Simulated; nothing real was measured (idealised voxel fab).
You're looking at the process module voxel self aligned vias.
Xsec cut, 260 nm wide, square cell size 5 nm.
Reading order for cross-sections: top band down to bottom band. Underlying form: a grid of square cells. Band size: one or more rows of cells. Quick guide to a band line: top height, bottom height (nm) up front; then every material left to right with its width in nm. Only one material and it's marked "all across"? Then it fills the band edge to edge. And "empty" just means empty space. The level at which height equals 0 is the one under which the wafer, as it arrives, is entirely one material. No lower edge exists for the bottom band, which continues downward and is notated as in "from 0 down". You'd read "30..40" like this: the band's top row of cells is as wide as the first number, its bottom row is as wide as the second, and going down, every row changes width by the same amount as the row before did. Given "remained unchanged" for a step, no cell of the cross-section differs between before and after that step. Closed empty spaces (no open way to the top) of 8 cells or more are what "Fully sealed voids" lists, each as width x height at distance from the left edge, nm for all three. Note: text after step settings on the step line = simulator remark on that step. For masked steps, "overlay nm" on the step line gives how far right of plan the mask actually lay; a minus sign means it lay to the left.
List of planned process steps:
1. RECEIVE, material Si
2. CONFORMAL_DEP, material SiO2, thk nm 10
3. CONFORMAL_DEP, material SiCN, thk nm 5
4. DIRECTIONAL_DEP, material lowk, thk nm 30
5. DIRECTIONAL_DEP, material aC, thk nm 15
6. PATTERN, tone open, mask id LINES, material resist, width nm 20, pitch nm 60, thk nm 30, overlay nm 0
7. DIRECTIONAL_ETCH, etch materials aC, depth nm 15
8. STRIP, etch materials resist
9. DIRECTIONAL_ETCH, etch materials lowk, depth nm 30
10. STRIP, etch materials aC
11. CONFORMAL_DEP, material TiN, thk nm 5
12. FILL_DEP, material Ru, thk nm 5
13. CMP, height nm 45
14. SELECTIVE_ETCH, etch materials W Ru TiN, depth nm 5
15. FILL_DEP, material SiN, thk nm 5
16. CMP, height nm 45
17. DIRECTIONAL_DEP, material lowk, thk nm 20
18. MASKED_ETCH, tone open, mask id VIAS, width nm 40, pitch nm 60, etch materials lowk, depth nm 20, overlay nm 0
19. MASKED_ETCH, tone open, mask id VIAS, width nm 40, pitch nm 60, etch materials SiN, depth nm 5, overlay nm 0
20. CONFORMAL_DEP, material TiN, thk nm 5
21. FILL_DEP, material W, thk nm 5
22. CMP, height nm 65
23. CONFORMAL_DEP, material SiN, thk nm 5
Step 1 complete: cross-section of the wafer as received:
* from 0 down | Si all across
* Fully sealed voids: none
The plan above was carried out on the starting structure above with one mistake, and this cross-section shows the wafer at the end of the module:
* from 70 to 65 | SiN all across
* from 65 to 50 | lowk 85 nm; TiN 5 nm; W 20 nm; TiN 5 nm; lowk 30 nm; TiN 5 nm; W 20 nm; TiN 5 nm; lowk 85 nm
* from 50 to 45 | lowk 85 nm; TiN 10 nm; W 10 nm; TiN 10 nm; lowk 30 nm; TiN 10 nm; W 10 nm; TiN 10 nm; lowk 85 nm
* from 45 to 40 | lowk 90 nm; TiN 20 nm; lowk 40 nm; TiN 20 nm; lowk 90 nm
* from 40 to 20 | lowk 90 nm; TiN 5 nm; Ru 10 nm; TiN 5 nm; lowk 40 nm; TiN 5 nm; Ru 10 nm; TiN 5 nm; lowk 90 nm
* from 20 to 15 | lowk 90 nm; TiN 20 nm; lowk 40 nm; TiN 20 nm; lowk 90 nm
* from 15 to 10 | SiCN all across
* from 10 to 0 | SiO2 all across
* from 0 down | Si all across
* Fully sealed voids: none
Deviation from plan: step 18 off recipe, ran as MASKED_ETCH, tone open, mask id VIAS, width nm 30, pitch nm 60, etch materials lowk, depth nm 20, overlay nm 0
